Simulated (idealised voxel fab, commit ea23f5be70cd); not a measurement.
Proc. module: voxel self aligned vias
Xsec cut, 245 nm wide, square cell size 5 nm.
In this document a cross-section is written as a grid of square cells. It is given as a series of bands, listed from the top down, and a band is one or more rows of cells. Band entry format. Leading values: height of top, height of bottom, nm. Remainder: materials in left-to-right order, each with its width in nm. Special words: "everywhere" on a single material, which then fills the band edge to edge; "air", empty space. Counting heights begins at 0, where everything beneath is, in the wafer as received, one material. The lowest band has no bottom; it goes on downwards, as "z 0 and below" shows. The notation "30..40" denotes a width that varies across the rows of cells in the band, beginning at the first number in the top row, finishing at the second number in the bottom row, and changing by an identical amount from each row to the next. "no modification" after a step means that no cell of the cross-section changed. "Enclosed empty spaces" - sealed voids, min. 8 cells, no opening to top; format: width x height at distance (distance from left edge; nm throughout). Note: text after step settings on the step line = simulator remark on that step. A step's line can hold "overlay nm"; with a mask on that step, the setting says how far right of the planned place the mask lay, while a negative setting says it lay to the left.

**The following list gives the planned process steps**
1. RECEIVE with material Si
2. CONFORMAL_DEP with material SiO2, thk nm 10
3. CONFORMAL_DEP with material SiCN, thk nm 5
4. DIRECTIONAL_DEP with material lowk, thk nm 25
5. PATTERN with tone open, mask id LINES, material resist, width nm 30, pitch nm 65, thk nm 15, overlay nm 0
6. DIRECTIONAL_ETCH with etch materials lowk, depth nm 25
7. STRIP with etch materials resist
8. CONFORMAL_DEP with material TiN, thk nm 5
9. FILL_DEP with material Ru, thk nm 10
10. CMP with height nm 40
11. SELECTIVE_ETCH with etch materials W Ru TiN, depth nm 10
12. FILL_DEP with material SiN, thk nm 5
13. CMP with height nm 40
14. DIRECTIONAL_DEP with material lowk, thk nm 15
15. MASKED_ETCH with tone open, mask id VIAS, width nm 40, pitch nm 65, etch materials lowk, depth nm 15, overlay nm 0
16. MASKED_ETCH with tone open, mask id VIAS, width nm 40, pitch nm 65, etch materials SiN, depth nm 10, overlay nm 0
17. CONFORMAL_DEP with material TiN, thk nm 5
18. FILL_DEP with material Ru, thk nm 10
19. CMP with height nm 55
20. CONFORMAL_DEP with material SiN, thk nm 5

**Wafer, first of two, run as planned**

**Delivered wafer in cross-section: state after step 1**
	z 0 and below = Si everywhere
	Enclosed empty spaces: none

**Sectional view: wafer, after step 2**
	z 10 to 0 = SiO2 everywhere
	Below 0 it's all the same as before, nothing changed down there.

**Sectional view: wafer, after step 3**
	z 15 to 10 = SiCN everywhere
	Below 10 it's all the same as before, nothing changed down there.

**Sectional view: wafer, after step 4**
	z 40 to 15 = lowk everywhere
	Below 15 it's all the same as before, nothing changed down there.

**Sectional view: wafer, after step 5**
	z 55 to 40 = resist 40 nm, air 30 nm, resist 35 nm, air 30 nm, resist 35 nm, air 30 nm, resist 45 nm
	Below 40 it's all the same as before, nothing changed down there.

**Sectional view: wafer, after step 6**
	z 55 to 40 = resist 40 nm, air 30 nm, resist 35 nm, air 30 nm, resist 35 nm, air 30 nm, resist 45 nm
	z 40 to 15 = lowk 40 nm, air 30 nm, lowk 35 nm, air 30 nm, lowk 35 nm, air 30 nm, lowk 45 nm
	Below 15 it's all the same as before, nothing changed down there.

**Sectional view: wafer, after step 7**
	z 40 to 15 = lowk 40 nm, air 30 nm, lowk 35 nm, air 30 nm, lowk 35 nm, air 30 nm, lowk 45 nm
	Below 15 it's all the same as before, nothing changed down there.

**Sectional view: wafer, after step 8**
	z 45 to 40 = TiN 45 nm, air 20 nm, TiN 45 nm, air 20 nm, TiN 45 nm, air 20 nm, TiN 50 nm
	z 40 to 20 = lowk 40 nm, TiN 5 nm, air 20 nm, TiN 5 nm, lowk 35 nm, TiN 5 nm, air 20 nm, TiN 5 nm, lowk 35 nm, TiN 5 nm, air 20 nm, TiN 5 nm, lowk 45 nm
	z 20 to 15 = lowk 40 nm, TiN 30 nm, lowk 35 nm, TiN 30 nm, lowk 35 nm, TiN 30 nm, lowk 45 nm
	Below 15 it's all the same as before, nothing changed down there.

**Sectional view: wafer, after step 9**
	z 55 to 45 = Ru everywhere
	z 45 to 40 = TiN 45 nm, Ru 20 nm, TiN 45 nm, Ru 20 nm, TiN 45 nm, Ru 20 nm, TiN 50 nm
	z 40 to 20 = lowk 40 nm, TiN 5 nm, Ru 20 nm, TiN 5 nm, lowk 35 nm, TiN 5 nm, Ru 20 nm, TiN 5 nm, lowk 35 nm, TiN 5 nm, Ru 20 nm, TiN 5 nm, lowk 45 nm
	Below 20 it's all the same as before, nothing changed down there.

**Sectional view: wafer, after step 10**
	z 40 to 20 = lowk 40 nm, TiN 5 nm, Ru 20 nm, TiN 5 nm, lowk 35 nm, TiN 5 nm, Ru 20 nm, TiN 5 nm, lowk 35 nm, TiN 5 nm, Ru 20 nm, TiN 5 nm, lowk 45 nm
	Below 20 it's all the same as before, nothing changed down there.

**Sectional view: wafer, after step 11**
	z 40 to 30 = lowk 40 nm, air 30 nm, lowk 35 nm, air 30 nm, lowk 35 nm, air 30 nm, lowk 45 nm
	Below 30 it's all the same as before, nothing changed down there.

**Sectional view: wafer, after step 12**
	z 45 to 40 = SiN everywhere
	z 40 to 30 = lowk 40 nm, SiN 30 nm, lowk 35 nm, SiN 30 nm, lowk 35 nm, SiN 30 nm, lowk 45 nm
	Below 30 it's all the same as before, nothing changed down there.

**Sectional view: wafer, after step 13**
	z 40 to 30 = lowk 40 nm, SiN 30 nm, lowk 35 nm, SiN 30 nm, lowk 35 nm, SiN 30 nm, lowk 45 nm
	Below 30 it's all the same as before, nothing changed down there.

**Sectional view: wafer, after step 14**
	z 55 to 40 = lowk everywhere
	Below 40 it's all the same as before, nothing changed down there.

**Sectional view: wafer, after step 15**
	z 55 to 40 = lowk 35 nm, air 40 nm, lowk 25 nm, air 40 nm, lowk 25 nm, air 40 nm, lowk 40 nm
	Below 40 it's all the same as before, nothing changed down there.

**Sectional view: wafer, after step 16**
	z 55 to 40 = lowk 35 nm, air 40 nm, lowk 25 nm, air 40 nm, lowk 25 nm, air 40 nm, lowk 40 nm
	z 40 to 30 = lowk 40 nm, air 30 nm, lowk 35 nm, air 30 nm, lowk 35 nm, air 30 nm, lowk 45 nm
	Below 30 it's all the same as before, nothing changed down there.

**Sectional view: wafer, after step 17**
	z 60 to 55 = TiN 40 nm, air 30 nm, TiN 35 nm, air 30 nm, TiN 35 nm, air 30 nm, TiN 45 nm
	z 55 to 45 = lowk 35 nm, TiN 5 nm, air 30 nm, TiN 5 nm, lowk 25 nm, TiN 5 nm, air 30 nm, TiN 5 nm, lowk 25 nm, TiN 5 nm, air 30 nm, TiN 5 nm, lowk 40 nm
	z 45 to 35 = lowk 35..40 nm, TiN 10..5 nm, air 20 nm, TiN 10..5 nm, lowk 25..35 nm, TiN 10..5 nm, air 20 nm, TiN 10..5 nm, lowk 25..35 nm, TiN 10..5 nm, air 20 nm, TiN 10..5 nm, lowk 40..45 nm
	z 35 to 30 = lowk 40 nm, TiN 30 nm, lowk 35 nm, TiN 30 nm, lowk 35 nm, TiN 30 nm, lowk 45 nm
	Below 30 it's all the same as before, nothing changed down there.

**Sectional view: wafer, after step 18**
	z 70 to 60 = Ru everywhere
	z 60 to 55 = TiN 40 nm, Ru 30 nm, TiN 35 nm, Ru 30 nm, TiN 35 nm, Ru 30 nm, TiN 45 nm
	z 55 to 45 = lowk 35 nm, TiN 5 nm, Ru 30 nm, TiN 5 nm, lowk 25 nm, TiN 5 nm, Ru 30 nm, TiN 5 nm, lowk 25 nm, TiN 5 nm, Ru 30 nm, TiN 5 nm, lowk 40 nm
	z 45 to 35 = lowk 35..40 nm, TiN 10..5 nm, Ru 20 nm, TiN 10..5 nm, lowk 25..35 nm, TiN 10..5 nm, Ru 20 nm, TiN 10..5 nm, lowk 25..35 nm, TiN 10..5 nm, Ru 20 nm, TiN 10..5 nm, lowk 40..45 nm
	Below 35 it's all the same as before, nothing changed down there.

**Sectional view: wafer, after step 19**
	z 55 to 45 = lowk 35 nm, TiN 5 nm, Ru 30 nm, TiN 5 nm, lowk 25 nm, TiN 5 nm, Ru 30 nm, TiN 5 nm, lowk 25 nm, TiN 5 nm, Ru 30 nm, TiN 5 nm, lowk 40 nm
	Below 45 it's all the same as before, nothing changed down there.

**Sectional view: wafer, after step 20**
	z 60 to 55 = SiN everywhere
	Below 55 it's all the same as before, nothing changed down there.

**Regarding the second of the two wafers: it shared the first wafer's starting condition and process plan, yet one error occurred during its execution. Its history coincides with that of the first wafer up to and including step 14**

**Cross-section of the second wafer when, according to plan, step 15 should have finished**
	z 55 to 40 = lowk 35 nm, air 40 nm, lowk 25 nm, air 40 nm, lowk 25 nm, air 40 nm, lowk 40 nm
	z 40 to 30 = lowk 35 nm, air 5 nm, SiN 30 nm, air 5 nm, lowk 25 nm, air 5 nm, SiN 30 nm, air 5 nm, lowk 25 nm, air 5 nm, SiN 30 nm, air 5 nm, lowk 40 nm
	Below 30 it's all the same as before, nothing changed down there.

**Cross-section of the second wafer when, according to plan, step 16 should have finished**
	z 55 to 30 = lowk 35 nm, air 40 nm, lowk 25 nm, air 40 nm, lowk 25 nm, air 40 nm, lowk 40 nm
	Below 30 it's all the same as before, nothing changed down there.

**Cross-section of the second wafer when, according to plan, step 17 should have finished**
	z 60 to 55 = TiN 40 nm, air 30 nm, TiN 35 nm, air 30 nm, TiN 35 nm, air 30 nm, TiN 45 nm
	z 55 to 35 = lowk 35 nm, TiN 5 nm, air 30 nm, TiN 5 nm, lowk 25 nm, TiN 5 nm, air 30 nm, TiN 5 nm, lowk 25 nm, TiN 5 nm, air 30 nm, TiN 5 nm, lowk 40 nm
	z 35 to 30 = lowk 35 nm, TiN 40 nm, lowk 25 nm, TiN 40 nm, lowk 25 nm, TiN 40 nm, lowk 40 nm
	Below 30 it's all the same as before, nothing changed down there.

**Cross-section of the second wafer when, according to plan, step 18 should have finished**
	z 70 to 60 = Ru everywhere
	z 60 to 55 = TiN 40 nm, Ru 30 nm, TiN 35 nm, Ru 30 nm, TiN 35 nm, Ru 30 nm, TiN 45 nm
	z 55 to 35 = lowk 35 nm, TiN 5 nm, Ru 30 nm, TiN 5 nm, lowk 25 nm, TiN 5 nm, Ru 30 nm, TiN 5 nm, lowk 25 nm, TiN 5 nm, Ru 30 nm, TiN 5 nm, lowk 40 nm
	Below 35 it's all the same as before, nothing changed down there.

**Cross-section of the second wafer when, according to plan, step 19 should have finished**
	z 55 to 35 = lowk 35 nm, TiN 5 nm, Ru 30 nm, TiN 5 nm, lowk 25 nm, TiN 5 nm, Ru 30 nm, TiN 5 nm, lowk 25 nm, TiN 5 nm, Ru 30 nm, TiN 5 nm, lowk 40 nm
	Below 35 it's all the same as before, nothing changed down there.

**Cross-section of the second wafer when, according to plan, step 20 should have finished**
	z 60 to 55 = SiN everywhere
	Below 55 it's all the same as before, nothing changed down there.
Plan not followed: step 15 did not happen as planned, as run it was MASKED_ETCH with tone open, mask id VIAS, width nm 40, pitch nm 65, etch materials lowk, depth nm 25, overlay nm 0
at the end the second wafer has, in cells: Ru +12 | lowk -12
